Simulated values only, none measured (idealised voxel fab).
Proc. module: voxel self aligned contacts
In the cross-section labelled cut, the width is 235 nm and each square cell is 5 nm.
Cross-sections here: square-cell grids, written as top-down lists of bands, a band being one or more rows of cells. The entry gives the band's vertical extent as a top height and a bottom height in nm, then its horizontal make-up as materials from left to right, each with a width in nm. "air" stands for empty space; a single material marked "everywhere" fills the band edge to edge. Heights are expressed relative to 0, this being the level below which the as-received wafer comprises one material exclusively. The lowest band is unbounded in the downward direction and is denoted as in "0..down". Quick explanation for "30 to 40": the width changes in equal steps down the rows of cells, from the first number in the band's top row to the second number in its bottom row. Key: "no alteration" - step with no changed cell in the cross-section. Closed empty spaces (no open way to the top) of 8 cells or more are what "Closed cavities" lists, each as width x height at distance from the left edge, nm for all three. If you see something after the settings on a step's line, that's the simulator's own remark about that step. Steps that use a mask can have "overlay nm" on their line. It says how far the mask sat to the right of where it was meant to be. Negative means to the left.

## List of planned process steps
| 1 | RECEIVE,material Si |
| 2 | CONFORMAL_DEP,material SiO2,thk nm 5 |
| 3 | DIRECTIONAL_DEP,material polySi,thk nm 25 |
| 4 | DIRECTIONAL_DEP,material SiN,thk nm 20 |
| 5 | PATTERN,tone cover,mask id GATE,material resist,width nm 25,pitch nm 55,thk nm 15,overlay nm 0 |
| 6 | DIRECTIONAL_ETCH,etch materials SiN,depth nm 20 |
| 7 | DIRECTIONAL_ETCH,etch materials polySi,depth nm 25 |
| 8 | STRIP,etch materials resist |
| 9 | CONFORMAL_DEP,material SiN,thk nm 5 |
| 10 | DIRECTIONAL_ETCH,etch materials SiN,depth nm 5 |
| 11 | FILL_DEP,material SiO2,thk nm 15 |
| 12 | CMP,height nm 55 |
| 13 | PATTERN,tone open,mask id CONTACT,material resist,width nm 40,pitch nm 55,thk nm 20,overlay nm 0 |
| 14 | DIRECTIONAL_ETCH,etch materials SiO2,depth nm 55 |
| 15 | STRIP,etch materials resist |
| 16 | CONFORMAL_DEP,material TiN,thk nm 5 |
| 17 | FILL_DEP,material W,thk nm 10 |
| 18 | CMP,height nm 55 |
| 19 | CONFORMAL_DEP,material SiN,thk nm 5 |

## Run as planned: first of two wafers

## Here's what the wafer looked like in cross-section when it arrived - that's after step 1
- 0..down: Si everywhere
- Closed cavities: none

## Sectional view: wafer, after step 2
- 5..0: SiO2 everywhere
- Anything lower than 0 is untouched.

## Sectional view: wafer, after step 3
- 30..5: polySi everywhere
- Anything lower than 5 is untouched.

## Sectional view: wafer, after step 4
- 50..30: SiN everywhere
- Anything lower than 30 is untouched.

## Sectional view: wafer, after step 5
- 65..50: air (50) | resist (25) | air (30) | resist (25) | air (30) | resist (25) | air (50)
- Anything lower than 50 is untouched.

## Sectional view: wafer, after step 6
- 65..50: air (50) | resist (25) | air (30) | resist (25) | air (30) | resist (25) | air (50)
- 50..30: air (50) | SiN (25) | air (30) | SiN (25) | air (30) | SiN (25) | air (50)
- Anything lower than 30 is untouched.

## Sectional view: wafer, after step 7
- 65..50: air (50) | resist (25) | air (30) | resist (25) | air (30) | resist (25) | air (50)
- 50..30: air (50) | SiN (25) | air (30) | SiN (25) | air (30) | SiN (25) | air (50)
- 30..5: air (50) | polySi (25) | air (30) | polySi (25) | air (30) | polySi (25) | air (50)
- Anything lower than 5 is untouched.

## Sectional view: wafer, after step 8
- 50..30: air (50) | SiN (25) | air (30) | SiN (25) | air (30) | SiN (25) | air (50)
- Anything lower than 30 is untouched.

## Sectional view: wafer, after step 9
- 55..30: air (45) | SiN (35) | air (20) | SiN (35) | air (20) | SiN (35) | air (45)
- 30..10: air (45) | SiN (5) | polySi (25) | SiN (5) | air (20) | SiN (5) | polySi (25) | SiN (5) | air (20) | SiN (5) | polySi (25) | SiN (5) | air (45)
- 10..5: SiN (50) | polySi (25) | SiN (30) | polySi (25) | SiN (30) | polySi (25) | SiN (50)
- Anything lower than 5 is untouched.

## Sectional view: wafer, after step 10
- 50..30: air (45) | SiN (35) | air (20) | SiN (35) | air (20) | SiN (35) | air (45)
- 30..5: air (45) | SiN (5) | polySi (25) | SiN (5) | air (20) | SiN (5) | polySi (25) | SiN (5) | air (20) | SiN (5) | polySi (25) | SiN (5) | air (45)
- Anything lower than 5 is untouched.

## Sectional view: wafer, after step 11
- 65..50: SiO2 everywhere
- 50..30: SiO2 (45) | SiN (35) | SiO2 (20) | SiN (35) | SiO2 (20) | SiN (35) | SiO2 (45)
- 30..5: SiO2 (45) | SiN (5) | polySi (25) | SiN (5) | SiO2 (20) | SiN (5) | polySi (25) | SiN (5) | SiO2 (20) | SiN (5) | polySi (25) | SiN (5) | SiO2 (45)
- Anything lower than 5 is untouched.

## Sectional view: wafer, after step 12
- 55..50: SiO2 everywhere
- Anything lower than 50 is untouched.

## Sectional view: wafer, after step 13
- 75..55: resist (70) | air (40) | resist (15) | air (40) | resist (70)
- Anything lower than 55 is untouched.

## Sectional view: wafer, after step 14
- 75..55: resist (70) | air (40) | resist (15) | air (40) | resist (70)
- 55..50: SiO2 (70) | air (40) | SiO2 (15) | air (40) | SiO2 (70)
- 50..30: SiO2 (45) | SiN (35) | air (20) | SiN (35) | air (20) | SiN (35) | SiO2 (45)
- 30..5: SiO2 (45) | SiN (5) | polySi (25) | SiN (5) | air (20) | SiN (5) | polySi (25) | SiN (5) | air (20) | SiN (5) | polySi (25) | SiN (5) | SiO2 (45)
- 5..0: SiO2 (80) | air (20) | SiO2 (35) | air (20) | SiO2 (80)
- Anything lower than 0 is untouched.

## Sectional view: wafer, after step 15
- 55..50: SiO2 (70) | air (40) | SiO2 (15) | air (40) | SiO2 (70)
- Anything lower than 50 is untouched.

## Sectional view: wafer, after step 16
- 60..55: TiN (75) | air (30) | TiN (25) | air (30) | TiN (75)
- 55..50: SiO2 (70) | TiN (15) | air (10) | TiN (15) | SiO2 (15) | TiN (15) | air (10) | TiN (15) | SiO2 (70)
- 50..30: SiO2 (45) | SiN (35) | TiN (5) | air (10) | TiN (5) | SiN (35) | TiN (5) | air (10) | TiN (5) | SiN (35) | SiO2 (45)
- 30..5: SiO2 (45) | SiN (5) | polySi (25) | SiN (5) | TiN (5) | air (10) | TiN (5) | SiN (5) | polySi (25) | SiN (5) | TiN (5) | air (10) | TiN (5) | SiN (5) | polySi (25) | SiN (5) | SiO2 (45)
- 5..0: SiO2 (80) | TiN (20) | SiO2 (35) | TiN (20) | SiO2 (80)
- Anything lower than 0 is untouched.

## Sectional view: wafer, after step 17
- 70..60: W everywhere
- 60..55: TiN (75) | W (30) | TiN (25) | W (30) | TiN (75)
- 55..50: SiO2 (70) | TiN (15) | W (10) | TiN (15) | SiO2 (15) | TiN (15) | W (10) | TiN (15) | SiO2 (70)
- 50..30: SiO2 (45) | SiN (35) | TiN (5) | W (10) | TiN (5) | SiN (35) | TiN (5) | W (10) | TiN (5) | SiN (35) | SiO2 (45)
- 30..5: SiO2 (45) | SiN (5) | polySi (25) | SiN (5) | TiN (5) | W (10) | TiN (5) | SiN (5) | polySi (25) | SiN (5) | TiN (5) | W (10) | TiN (5) | SiN (5) | polySi (25) | SiN (5) | SiO2 (45)
- Anything lower than 5 is untouched.

## Sectional view: wafer, after step 18
- 55..50: SiO2 (70) | TiN (15) | W (10) | TiN (15) | SiO2 (15) | TiN (15) | W (10) | TiN (15) | SiO2 (70)
- Anything lower than 50 is untouched.

## Sectional view: wafer, after step 19
- 60..55: SiN everywhere
- Anything lower than 55 is untouched.

## second wafer: like start, like plan, one mistake. Through step 8 it matches the first wafer

## Cross-section, second wafer, at the end time the plan gives for step 9
- 65..30: air (35) | SiN (165) | air (35)
- 30..20: air (35) | SiN (15) | polySi (25) | SiN (30) | polySi (25) | SiN (30) | polySi (25) | SiN (15) | air (35)
- 20..5: SiN (50) | polySi (25) | SiN (30) | polySi (25) | SiN (30) | polySi (25) | SiN (50)
- Anything lower than 5 is untouched.

## Cross-section, second wafer, at the end time the plan gives for step 10
- 60..30: air (35) | SiN (165) | air (35)
- 30..15: air (35) | SiN (15) | polySi (25) | SiN (30) | polySi (25) | SiN (30) | polySi (25) | SiN (15) | air (35)
- Anything lower than 15 is untouched.

## Cross-section, second wafer, at the end time the plan gives for step 11
- 75..60: SiO2 everywhere
- 60..30: SiO2 (35) | SiN (165) | SiO2 (35)
- 30..15: SiO2 (35) | SiN (15) | polySi (25) | SiN (30) | polySi (25) | SiN (30) | polySi (25) | SiN (15) | SiO2 (35)
- Anything lower than 15 is untouched.

## Cross-section, second wafer, at the end time the plan gives for step 12
- 55..30: SiO2 (35) | SiN (165) | SiO2 (35)
- Anything lower than 30 is untouched.

## Cross-section, second wafer, at the end time the plan gives for step 13
- 75..55: resist (70) | air (40) | resist (15) | air (40) | resist (70)
- Anything lower than 55 is untouched.

Cross-section, second wafer, at the end time the plan gives for step 14: no alteration

## Cross-section, second wafer, at the end time the plan gives for step 15
- 55..30: SiO2 (35) | SiN (165) | SiO2 (35)
- Anything lower than 30 is untouched.

## Cross-section, second wafer, at the end time the plan gives for step 16
- 60..55: TiN everywhere
- Anything lower than 55 is untouched.

## Cross-section, second wafer, at the end time the plan gives for step 17
- 70..60: W everywhere
- Anything lower than 60 is untouched.

## Cross-section, second wafer, at the end time the plan gives for step 18
- 55..30: SiO2 (35) | SiN (165) | SiO2 (35)
- Anything lower than 30 is untouched.

## Cross-section, second wafer, at the end time the plan gives for step 19
- 60..55: SiN everywhere
- Anything lower than 55 is untouched.
Error vs. plan: step 9 went in with a setting other than planned; the actual run was CONFORMAL_DEP,material SiN,thk nm 15
Upon completion, the second wafer contains, in terms of cells, a greater or smaller amount of certain materials than the first wafer: SiN: 169 more, SiO2: 73 fewer, TiN: 56 fewer, W: 40 fewer
